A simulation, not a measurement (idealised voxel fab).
Presented below is a process module, voxel self aligned contacts.
The cross-section on display is named cut; it measures 245 nm wide, and its cells are 5 nm squares.
How to read a cross-section here: the picture is a grid of square cells, written as bands going from the top down, and any band can span one or more rows of cells.
Heights first: top, then bottom, in nm. Then materials, left to right, each with a width in nm. "all across" on a single material: fills the band edge to edge. "empty": empty space.
Ref level 0: as-received wafer is one material below here. Bottom band extends down with no lower bound ("0 down").
Per-row width for "30..40": begins at first number (top row of band), ends at second number (bottom row), increment between rows held constant.
Given "everything unchanged" for a step, no cell of the cross-section differs between before and after that step.
"Enclosed cavity list" enumerates empty spaces isolated from the top, with no open way to it, that contain at least 8 cells, giving each as width x height at distance from the left edge, all three in nm.
Note: text after step settings on the step line = simulator remark on that step.
"overlay nm", when on a step's line for a step with a mask, measures how far to the right of its planned place the mask lay; a negative measure means to the left.
The planned process steps are enumerated hereunder:
1,RECEIVE with material Si
2,CONFORMAL_DEP with material SiO2, thk nm 5
3,DIRECTIONAL_DEP with material polySi, thk nm 30
4,DIRECTIONAL_DEP with material SiN, thk nm 20
5,PATTERN with tone cover, mask id GATE, material resist, width nm 30, pitch nm 70, thk nm 20, overlay nm 0
6,DIRECTIONAL_ETCH with etch materials SiN, depth nm 20
7,DIRECTIONAL_ETCH with etch materials polySi, depth nm 30
8,STRIP with etch materials resist
9,CONFORMAL_DEP with material SiN, thk nm 10
10,DIRECTIONAL_ETCH with etch materials SiN, depth nm 10
11,FILL_DEP with material SiO2, thk nm 10
12,CMP with height nm 60
13,PATTERN with tone open, mask id CONTACT, material resist, width nm 40, pitch nm 70, thk nm 20, overlay nm 0
14,DIRECTIONAL_ETCH with etch materials SiO2, depth nm 60
15,STRIP with etch materials resist
16,CONFORMAL_DEP with material TiN, thk nm 5
17,FILL_DEP with material Ru, thk nm 5
18,CMP with height nm 60
19,CONFORMAL_DEP with material SiCN, thk nm 5
Split variable: width nm, step 13. Plan value = first wafer. Wafers start alike.
As-received cross-section, first of several wafers, post step 1:
* 0 down | Si all across
* Enclosed cavity list: none
The table below has one row for each wafer; a row shows, as of the end of the module, how many cells of each material the wafer has gained, marked (+), or lost, marked (-), since it was received, and then the wafer's closed voids:
width nm 40 | +44 Ru | +49 SiCN | +192 SiN | +184 SiO2 | +60 TiN | +108 polySi | Enclosed cavity list: none
width nm 45 | +44 Ru | +49 SiCN | +192 SiN | +182 SiO2 | +62 TiN | +108 polySi | Enclosed cavity list: none
width nm 50 | +44 Ru | +49 SiCN | +192 SiN | +180 SiO2 | +64 TiN | +108 polySi | Enclosed cavity list: none
width nm 55 | +44 Ru | +49 SiCN | +192 SiN | +178 SiO2 | +66 TiN | +108 polySi | Enclosed cavity list: none
